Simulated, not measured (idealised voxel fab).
Module name: voxel self aligned contacts (process module)
Each square cell in cross-section cut measures 5 nm, and the section as a whole is 285 nm wide.
Square cells in a grid make up a cross-section in this document, and the grid is given as bands, listed from the top down, each one or more rows of cells.
Basically the band line says how high the top is and how high the bottom is, in nm, and then what's in it from left to right, every material with its width in nm. Empty space shows up as "air", and if a single material carries "all across" it runs the full band edge to edge.
The reference from which all heights are counted is 0, the level beneath which the as-received wafer is entirely one material; the lowest band, having no lower bound, proceeds downward and is written after the example "0 -> down".
Width spec "30..40" -> top row of cells at first value, bottom row at second value, equal per-row change in between.
The cross-section has no changed cell in any step marked "nothing altered".
For the entry "Closed void listing", the listed items are empty spaces with no open way to the top whose size is 8 cells or more; each item follows the pattern width x height at distance, where distance is from the left edge and all three are in nm.
It should be noted that, on the line of a given step, the content following the step's settings is a remark produced by the simulator itself with respect to that step.
"overlay nm", when on a step's line for a step with a mask, measures how far to the right of its planned place the mask lay; a negative measure means to the left.

**So here's the lineup of process steps we planned**
step 1: RECEIVE with material Si
step 2: OXIDIZE with depth nm 5
step 3: DIRECTIONAL_DEP with material polySi, thk nm 20
step 4: DIRECTIONAL_DEP with material SiN, thk nm 20
step 5: PATTERN with tone cover, mask id GATE, material resist, width nm 30, pitch nm 65, thk nm 20, overlay nm 0
step 6: DIRECTIONAL_ETCH with etch materials SiN, depth nm 20
step 7: DIRECTIONAL_ETCH with etch materials polySi, depth nm 20
step 8: STRIP with etch materials resist
step 9: CONFORMAL_DEP with material SiN, thk nm 10
step 10: DIRECTIONAL_ETCH with etch materials SiN, depth nm 10
step 11: FILL_DEP with material SiO2, thk nm 15
step 12: CMP with height nm 50
step 13: MASKED_ETCH with tone open, mask id CONTACT, width nm 45, etch materials SiO2, depth nm 55, overlay nm 0
step 14: CONFORMAL_DEP with material TiN, thk nm 5
step 15: FILL_DEP with material W, thk nm 10
step 16: CMP with height nm 50
step 17: CONFORMAL_DEP with material SiN, thk nm 5

**First of two wafers - as planned**

**As-received wafer cross-section (after step 1)**
0 -> down  Si all across
Closed void listing: none

**After step 2: wafer cross-section**
0 -> -5  SiO2 all across
Lower than -5, everything is as it was.

**After step 3: wafer cross-section**
20 -> 0  polySi all across
Lower than 0, everything is as it was.

**After step 4: wafer cross-section**
40 -> 20  SiN all across
Lower than 20, everything is as it was.

**After step 5: wafer cross-section**
60 -> 40  air: 95, resist: 30, air: 35, resist: 30, air: 95
Lower than 40, everything is as it was.

**After step 6: wafer cross-section**
60 -> 40  air: 95, resist: 30, air: 35, resist: 30, air: 95
40 -> 20  air: 95, SiN: 30, air: 35, SiN: 30, air: 95
Lower than 20, everything is as it was.

**After step 7: wafer cross-section**
60 -> 40  air: 95, resist: 30, air: 35, resist: 30, air: 95
40 -> 20  air: 95, SiN: 30, air: 35, SiN: 30, air: 95
20 -> 0  air: 95, polySi: 30, air: 35, polySi: 30, air: 95
Lower than 0, everything is as it was.

**After step 8: wafer cross-section**
40 -> 20  air: 95, SiN: 30, air: 35, SiN: 30, air: 95
Lower than 20, everything is as it was.

**After step 9: wafer cross-section**
50 -> 20  air: 85, SiN: 50, air: 15, SiN: 50, air: 85
20 -> 10  air: 85, SiN: 10, polySi: 30, SiN: 10, air: 15, SiN: 10, polySi: 30, SiN: 10, air: 85
10 -> 0  SiN: 95, polySi: 30, SiN: 35, polySi: 30, SiN: 95
Lower than 0, everything is as it was.

**After step 10: wafer cross-section**
40 -> 20  air: 85, SiN: 50, air: 15, SiN: 50, air: 85
20 -> 0  air: 85, SiN: 10, polySi: 30, SiN: 10, air: 15, SiN: 10, polySi: 30, SiN: 10, air: 85
Lower than 0, everything is as it was.

**After step 11: wafer cross-section**
55 -> 40  SiO2 all across
40 -> 20  SiO2: 85, SiN: 50, SiO2: 15, SiN: 50, SiO2: 85
20 -> 0  SiO2: 85, SiN: 10, polySi: 30, SiN: 10, SiO2: 15, SiN: 10, polySi: 30, SiN: 10, SiO2: 85
Lower than 0, everything is as it was.

**After step 12: wafer cross-section**
50 -> 40  SiO2 all across
Lower than 40, everything is as it was.

**After step 13: wafer cross-section**
50 -> 40  SiO2: 120, air: 45, SiO2: 120
40 -> 20  SiO2: 85, SiN: 50, air: 15, SiN: 50, SiO2: 85
20 -> 0  SiO2: 85, SiN: 10, polySi: 30, SiN: 10, air: 15, SiN: 10, polySi: 30, SiN: 10, SiO2: 85
0 -> -5  SiO2: 135, air: 15, SiO2: 135
Lower than -5, everything is as it was.

**After step 14: wafer cross-section**
55 -> 50  TiN: 125, air: 35, TiN: 125
50 -> 40  SiO2: 120, TiN: 5..20, air: 35..5, TiN: 5..20, SiO2: 120
40 -> 20  SiO2: 85, SiN: 50, TiN: 5, air: 5, TiN: 5, SiN: 50, SiO2: 85
20 -> 0  SiO2: 85, SiN: 10, polySi: 30, SiN: 10, TiN: 5, air: 5, TiN: 5, SiN: 10, polySi: 30, SiN: 10, SiO2: 85
0 -> -5  SiO2: 135, TiN: 15, SiO2: 135
Lower than -5, everything is as it was.

**After step 15: wafer cross-section**
65 -> 55  W all across
55 -> 50  TiN: 125, W: 35, TiN: 125
50 -> 40  SiO2: 120, TiN: 5..20, W: 35..5, TiN: 5..20, SiO2: 120
40 -> 20  SiO2: 85, SiN: 50, TiN: 5, W: 5, TiN: 5, SiN: 50, SiO2: 85
20 -> 0  SiO2: 85, SiN: 10, polySi: 30, SiN: 10, TiN: 5, W: 5, TiN: 5, SiN: 10, polySi: 30, SiN: 10, SiO2: 85
Lower than 0, everything is as it was.

**After step 16: wafer cross-section**
50 -> 40  SiO2: 120, TiN: 5..20, W: 35..5, TiN: 5..20, SiO2: 120
Lower than 40, everything is as it was.

**After step 17: wafer cross-section**
55 -> 50  SiN all across
Lower than 50, everything is as it was.

**For the second wafer, take the first wafer's start and plan, then add one mistake made in running it; everything through step 3, that step included, is shared with the first**

**Planned end of step 4: second wafer, cross-section**
50 -> 20  SiN all across
Lower than 20, everything is as it was.

**Planned end of step 5: second wafer, cross-section**
70 -> 50  air: 95, resist: 30, air: 35, resist: 30, air: 95
Lower than 50, everything is as it was.

**Planned end of step 6: second wafer, cross-section**
70 -> 50  air: 95, resist: 30, air: 35, resist: 30, air: 95
50 -> 30  air: 95, SiN: 30, air: 35, SiN: 30, air: 95
Lower than 30, everything is as it was.

Planned end of step 7: second wafer, cross-section: nothing altered

**Planned end of step 8: second wafer, cross-section**
50 -> 30  air: 95, SiN: 30, air: 35, SiN: 30, air: 95
Lower than 30, everything is as it was.

**Planned end of step 9: second wafer, cross-section**
60 -> 40  air: 85, SiN: 50, air: 15, SiN: 50, air: 85
40 -> 20  SiN all across
Lower than 20, everything is as it was.

**Planned end of step 10: second wafer, cross-section**
50 -> 30  air: 85, SiN: 50, air: 15, SiN: 50, air: 85
Lower than 30, everything is as it was.

**Planned end of step 11: second wafer, cross-section**
65 -> 50  SiO2 all across
50 -> 30  SiO2: 85, SiN: 50, SiO2: 15, SiN: 50, SiO2: 85
Lower than 30, everything is as it was.

**Planned end of step 12: second wafer, cross-section**
50 -> 30  SiO2: 85, SiN: 50, SiO2: 15, SiN: 50, SiO2: 85
Lower than 30, everything is as it was.

**Planned end of step 13: second wafer, cross-section**
50 -> 30  SiO2: 85, SiN: 50, air: 15, SiN: 50, SiO2: 85
Lower than 30, everything is as it was.

**Planned end of step 14: second wafer, cross-section**
55 -> 50  TiN: 140, air: 5, TiN: 140
50 -> 35  SiO2: 85, SiN: 50, TiN: 5, air: 5, TiN: 5, SiN: 50, SiO2: 85
35 -> 30  SiO2: 85, SiN: 50, TiN: 15, SiN: 50, SiO2: 85
Lower than 30, everything is as it was.

**Planned end of step 15: second wafer, cross-section**
65 -> 55  W all across
55 -> 50  TiN: 140, W: 5, TiN: 140
50 -> 35  SiO2: 85, SiN: 50, TiN: 5, W: 5, TiN: 5, SiN: 50, SiO2: 85
Lower than 35, everything is as it was.

**Planned end of step 16: second wafer, cross-section**
50 -> 35  SiO2: 85, SiN: 50, TiN: 5, W: 5, TiN: 5, SiN: 50, SiO2: 85
Lower than 35, everything is as it was.

**Planned end of step 17: second wafer, cross-section**
55 -> 50  SiN all across
Lower than 50, everything is as it was.
It is concluded that the wafer was processed incorrectly with respect to the plan, in that step 4 ran as: DIRECTIONAL_DEP with material SiN, thk nm 30
Final wafer comparison in cells, second versus first, more or fewer per material: SiN: 82 more; SiO2: 229 fewer; TiN: 20 fewer; W: 13 fewer; polySi: 180 more
